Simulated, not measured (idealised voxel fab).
The following process module bears the name voxel self aligned contacts.
Displayed cross-section: cut, width of 300 nm, square cells sized 5 nm.
Cross-section layout: square cells on a grid; listed as bands, top to bottom; a band spans one or more cell rows.
Each band's line starts with the height of the band's top and of its bottom, in nm. Then come its materials from left to right, each with its width in nm. One material with "throughout" fills the band from edge to edge. "blank" is empty space.
Convention: height 0 is the level below which the wafer, as received, is all one material. The lowest band does not terminate at the bottom but continues downward, represented as "0 -> down".
The expression "30->40" gives the width at the extremes of the band, the first number at its top row of cells and the second at its bottom row, with the width changing by equal amounts from each row to the next in between.
Step note "no alterations made" = no cross-section cell changed.
Enclosed voids (no open way to top), threshold 8 cells or more, entry "Trapped void list", notation width x height at distance, distance from left edge, nm.
Text after the settings on a step's line: the simulator's own remark on that step.
overlay nm: on a step with a mask, how far right of its planned place the mask lay; negative means left.
-- Planned step list for the process
- 1: RECEIVE [material Si]
- 2: OXIDIZE [depth nm 5]
- 3: DIRECTIONAL_DEP [material polySi] [thk nm 20]
- 4: DIRECTIONAL_DEP [material SiN] [thk nm 15]
- 5: MASKED_ETCH [tone cover] [mask id GATE] [width nm 25] [pitch nm 60] [etch materials SiN] [depth nm 15] [overlay nm 0]
- 6: MASKED_ETCH [tone cover] [mask id GATE] [width nm 25] [pitch nm 60] [etch materials polySi] [depth nm 20] [overlay nm 0]
- 7: CONFORMAL_DEP [material SiN] [thk nm 5]
- 8: DIRECTIONAL_ETCH [etch materials SiN] [depth nm 5]
- 9: FILL_DEP [material SiO2] [thk nm 15]
- 10: CMP [height nm 40]
- 11: DIRECTIONAL_DEP [material aC] [thk nm 5]
- 12: PATTERN [tone open] [mask id CONTACT] [material resist] [width nm 45] [thk nm 30] [overlay nm 0]
- 13: DIRECTIONAL_ETCH [etch materials aC] [depth nm 10]
- 14: STRIP [etch materials resist]
- 15: DIRECTIONAL_ETCH [etch materials SiO2] [depth nm 45]
- 16: STRIP [etch materials aC]
- 17: CONFORMAL_DEP [material TiN] [thk nm 5]
- 18: FILL_DEP [material Ru] [thk nm 5]
- 19: CMP [height nm 40]
- 20: CONFORMAL_DEP [material SiN] [thk nm 5]
Same starting wafers, different thk nm at step 11. Plan value belongs to the first wafer.
-- Step 1 complete: as-received cross-section of the first of several wafers
	0 -> down = Si throughout
	Trapped void list: none
-- Where each wafer stands at the end of the module, a row apiece: cells of each material gained (+) or lost (-) since it was received, then closed voids
thk nm 5, +24 Ru, -60 Si, +118 SiN, +393 SiO2, +25 TiN, +40 polySi, Trapped void list: none
thk nm 10, +24 Ru, -60 Si, +118 SiN, +393 SiO2, +25 TiN, +40 polySi, Trapped void list: none
thk nm 15, -60 Si, +118 SiN, +442 SiO2, +40 polySi, Trapped void list: none
thk nm 20, -60 Si, +118 SiN, +442 SiO2, +40 polySi, Trapped void list: none
thk nm 25, -60 Si, +118 SiN, +442 SiO2, +40 polySi, Trapped void list: none
